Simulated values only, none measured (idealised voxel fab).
This section sets out a process module, namely voxel tone inversion.
Square cells of 5 nm make up the cross-section cut, whose width is 220 nm.
A cross-section in this document is a grid of square cells, and it is written down as bands, the top band listed before the ones below it; a band is made up of one or more rows of cells.
Per band: top height and bottom height in nm, followed by the left-to-right materials and their widths in nm; "edge to edge" marks a single material spanning edge to edge, "air" marks empty space.
Heads up on the height convention: 0 is the point under which the incoming wafer is all one material, and the lowest band has no bottom, it just keeps going down, like "0 down".
Note: "30..40" means the width goes from the first number (top row of the band) to the second number (bottom row) in equal steps per row of cells.
"same as before", as given for a step, is the statement that not any cell of the cross-section underwent a change during that step.
The entry "Enclosed void inventory" lists the empty spaces that cover at least 8 cells and have no open path to the top. Each is written as width x height at distance, where the distance is measured from the left edge and all three values are in nm.
That trailing text on a step's line, after the settings, is the simulator's own remark on the step.
overlay nm: right-of-plan distance of the mask on a masked step; negative values mean left-of-plan.

The following list gives the planned process steps
1: RECEIVE | material Si
2: CONFORMAL_DEP | material SiN | thk nm 10
3: DIRECTIONAL_DEP | material aC | thk nm 15
4: PATTERN | tone cover | mask id POSTS | material resist | width nm 15 | pitch nm 45 | thk nm 25 | overlay nm 0
5: DIRECTIONAL_ETCH | etch materials aC | depth nm 15
6: STRIP | etch materials resist
7: FILL_DEP | material lowk | thk nm 10
8: CMP | height nm 25
9: STRIP | etch materials aC

The cross-section here shows the wafer as received, i.e. in its state after step 1
> 0 down: Si edge to edge
> Enclosed void inventory: none

One mistake in running the module, otherwise start and plan as above: cross-section at the end
> 25 to 10: lowk: 35, then air: 15, then lowk: 30, then air: 15, then lowk: 30, then air: 15, then lowk: 30, then air: 15, then lowk: 35
> 10 to 0: lowk edge to edge
> 0 down: Si edge to edge
> Enclosed void inventory: none
Error vs. plan: so step 2 ended up running with a different setting than we planned, it ran as CONFORMAL_DEP | material lowk | thk nm 10
